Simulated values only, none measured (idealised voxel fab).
Herein follows the process module entitled voxel transistor to metal.
This is section cut - it's 165 nm across, gridded in 5 nm square cells.
A cross-section is a grid of square cells, given in bands from the top down. A band is one or more rows of cells. Each band's line starts with the height of the band's top and of its bottom, in nm. Then come its materials from left to right, each with its width in nm. One material with "edge to edge" fills the band from edge to edge. "air" is empty space. Counting heights begins at 0, where everything beneath is, in the wafer as received, one material. The lowest band has no bottom; it goes on downwards, as "from 0 down" shows. A two-number width, for instance "30..40", indicates that the width is equal to the first number in the top row of the band and to the second number in the bottom row, and that it changes by a constant amount per row of cells. When a step is marked "no modifications", none of the cells in the cross-section changed during that step. The list in "Fully enclosed voids" covers empty spaces of 8 cells or more that cannot reach the top through any open way, and it gives each as width x height at distance; the distance is from the left edge, and width, height and distance are in nm. Where a step's line continues beyond its settings, the continuation is a remark by the simulator itself on that step. "overlay nm" on a masked step: distance the mask lay right of its planned place, negative for left.
**Listed below are the process steps as planned**
1 op RECEIVE | material Si
2 op CONFORMAL_DEP | material SiO2 | thk nm 5
3 op CONFORMAL_DEP | material SiN | thk nm 10
4 op MASKED_ETCH | tone cover | mask id ACTIVE | width nm 105 | etch materials SiN | depth nm 10 | overlay nm 0
5 op MASKED_ETCH | tone cover | mask id ACTIVE | width nm 105 | etch materials SiO2 | depth nm 5 | overlay nm 0
6 op MASKED_ETCH | tone cover | mask id ACTIVE | width nm 105 | etch materials Si | depth nm 30 | overlay nm 0
7 op FILL_DEP | material SiO2 | thk nm 5
8 op CMP | height nm 15
9 op SELECTIVE_ETCH | etch materials SiO2 | depth nm 10
10 op STRIP | etch materials SiN
11 op SELECTIVE_ETCH | etch materials SiO2 | depth nm 5
12 op OXIDIZE | depth nm 5
13 op DIRECTIONAL_DEP | material polySi | thk nm 25
14 op DIRECTIONAL_DEP | material SiCN | thk nm 15
15 op PATTERN | tone cover | mask id GATE | material resist | width nm 15 | thk nm 20 | overlay nm 0
16 op DIRECTIONAL_ETCH | etch materials SiCN | depth nm 25
17 op DIRECTIONAL_ETCH | etch materials polySi | depth nm 35
18 op STRIP | etch materials resist
19 op CONFORMAL_DEP | material SiO2 | thk nm 5
20 op DIRECTIONAL_ETCH | etch materials SiO2 | depth nm 5
21 op CONFORMAL_DEP | material SiN | thk nm 5
22 op DIRECTIONAL_ETCH | etch materials SiN | depth nm 5
23 op DIRECTIONAL_ETCH | etch materials SiO2 | depth nm 5
24 op DIRECTIONAL_ETCH | etch materials Si | depth nm 10
25 op EPI | material pSi | thk nm 15
26 op FILL_DEP | material SiO2 | thk nm 5
27 op CMP | height nm 40
28 op DIRECTIONAL_DEP | material SiO2 | thk nm 10
29 op DIRECTIONAL_DEP | material aC | thk nm 10
30 op PATTERN | tone open | mask id CONTACT | material resist | width nm 30 | pitch nm 55 | thk nm 25 | overlay nm 0
31 op DIRECTIONAL_ETCH | etch materials aC | depth nm 10
32 op STRIP | etch materials resist
33 op DIRECTIONAL_ETCH | etch materials SiO2 | depth nm 50
34 op STRIP | etch materials aC
35 op CONFORMAL_DEP | material TiN | thk nm 5
36 op FILL_DEP | material W | thk nm 10
37 op CMP | height nm 50
38 op DIRECTIONAL_DEP | material TiN | thk nm 5
39 op DIRECTIONAL_DEP | material W | thk nm 20
40 op MASKED_ETCH | tone cover | mask id METAL_1 | width nm 15 | pitch nm 70 | etch materials W | depth nm 20 | overlay nm 0
41 op MASKED_ETCH | tone cover | mask id METAL_1 | width nm 15 | pitch nm 70 | etch materials TiN | depth nm 5 | overlay nm 0
42 op FILL_DEP | material lowk | thk nm 10
43 op CMP | height nm 75
44 op CONFORMAL_DEP | material SiCN | thk nm 5
45 op DIRECTIONAL_DEP | material lowk | thk nm 25
46 op MASKED_ETCH | tone open | mask id METAL_2 | width nm 15 | pitch nm 70 | etch materials lowk | depth nm 15 | overlay nm 0
47 op MASKED_ETCH | tone open | mask id METAL_2_HOLES | width nm 15 | pitch nm 70 | etch materials lowk | depth nm 10 | overlay nm 0
48 op MASKED_ETCH | tone open | mask id METAL_2_HOLES | width nm 15 | pitch nm 70 | etch materials SiCN | depth nm 5 | overlay nm 0
49 op CONFORMAL_DEP | material TiN | thk nm 5
50 op FILL_DEP | material Cu | thk nm 10
51 op CMP | height nm 105
52 op CONFORMAL_DEP | material SiCN | thk nm 5
Every wafer here starts from the same state; it is the step 40 width nm that distinguishes them, and the value the plan gives belongs to the first wafer.
**So this is the first of several wafers, cross-sectioned as it came to us, meaning it's at the end of step 1**
  from 0 down: Si edge to edge
  Fully enclosed voids: none
**Below is a per-wafer table. In it, each row describes the wafer at the end of the module by giving, for each material, the number of cells gained (+) or lost (-) since the wafer was received, and after that the closed voids of the wafer**
width nm 15 | +10 Cu | -121 Si | +69 SiCN | +16 SiN | +263 SiO2 | +80 TiN | +68 W | +270 lowk | +56 pSi | +15 polySi | Fully enclosed voids: none
width nm 20 | +10 Cu | -121 Si | +69 SiCN | +16 SiN | +263 SiO2 | +82 TiN | +76 W | +260 lowk | +56 pSi | +15 polySi | Fully enclosed voids: none
width nm 25 | +10 Cu | -121 Si | +69 SiCN | +16 SiN | +263 SiO2 | +84 TiN | +84 W | +250 lowk | +56 pSi | +15 polySi | Fully enclosed voids: none
width nm 30 | +10 Cu | -121 Si | +69 SiCN | +16 SiN | +263 SiO2 | +86 TiN | +92 W | +240 lowk | +56 pSi | +15 polySi | Fully enclosed voids: none
